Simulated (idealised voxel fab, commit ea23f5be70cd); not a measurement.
The name of this process module is voxel ribs on slabs.
Section shown: cut. Width: 275 nm. Cell size: 5 nm, square.
We lay out every cross-section as a grid of square cells and spell it out in bands from the top down, where one band means one or more rows of cells.
Heads up on the band format: heights come first, top then bottom, in nm. After that it's the materials left to right, each with its width in nm. A single material flagged "throughout" fills the whole band edge to edge, and "blank" means there's empty space there.
Note: height 0 marks the level under which the wafer is uniformly one material as received. Lowest band unbounded below, written "0 -> down".
Quick explanation for "30..40": the width changes in equal steps down the rows of cells, from the first number in the band's top row to the second number in its bottom row.
"no alterations made" after a step means that no cell of the cross-section changed.
Empty spaces counting at least 8 cells and having no open way to the top are listed in "Non-vented voids". The notation width x height at distance is used for each, the distance being from the left edge and all three values in nm.
Formally, on a step line, whatever follows the settings is a remark that the simulator itself makes on the step.
You can add "overlay nm" to a step's line. For a step with a mask, it describes how far the mask lay to the right of its planned position, and a negative number describes a lay to the left.
Intended process steps
| 1 | RECEIVE,material Si |
| 2 | DIRECTIONAL_DEP,material SiO2,thk nm 20 |
| 3 | DIRECTIONAL_DEP,material polySi,thk nm 15 |
| 4 | DIRECTIONAL_DEP,material aC,thk nm 5 |
| 5 | PATTERN,tone cover,mask id RIB,material resist,width nm 15,thk nm 30,overlay nm 0 |
| 6 | DIRECTIONAL_ETCH,etch materials aC,depth nm 15 |
| 7 | STRIP,etch materials resist |
| 8 | DIRECTIONAL_ETCH,etch materials polySi,depth nm 10 |
| 9 | STRIP,etch materials aC |
| 10 | MASKED_ETCH,tone cover,mask id SLAB,width nm 75,etch materials polySi,depth nm 5,overlay nm 0 |
| 11 | FILL_DEP,material SiO2,thk nm 15 |
| 12 | CMP,height nm 45 |
| 13 | DIRECTIONAL_DEP,material W,thk nm 10 |
| 14 | MASKED_ETCH,tone cover,mask id HEATER,width nm 25,etch materials W,depth nm 10,overlay nm 0 |
| 15 | CONFORMAL_DEP,material SiO2,thk nm 5 |
Heads up: all these wafers start the same, and what changes between them is the thk nm in step 4. The value you see in the plan is just what the first wafer got.
The first of several wafers as received, shown in cross-section; this is its state after step 1
> 0 -> down | Si throughout
> Non-vented voids: none
Heads up, this table goes wafer by wafer. A row tells you, at the end of the module, how many cells of each material that wafer has put on (+) or dropped (-) since it was received, and then its closed voids
thk nm 5, +533 SiO2, +10 W, +21 polySi, Non-vented voids: none
thk nm 10, +533 SiO2, +10 W, +21 polySi, Non-vented voids: none
thk nm 15, +533 SiO2, +10 W, +21 polySi, Non-vented voids: none
thk nm 20, +429 SiO2, +10 W, +125 polySi, Non-vented voids: none
thk nm 25, +429 SiO2, +10 W, +125 polySi, Non-vented voids: none
thk nm 30, +429 SiO2, +10 W, +125 polySi, Non-vented voids: none
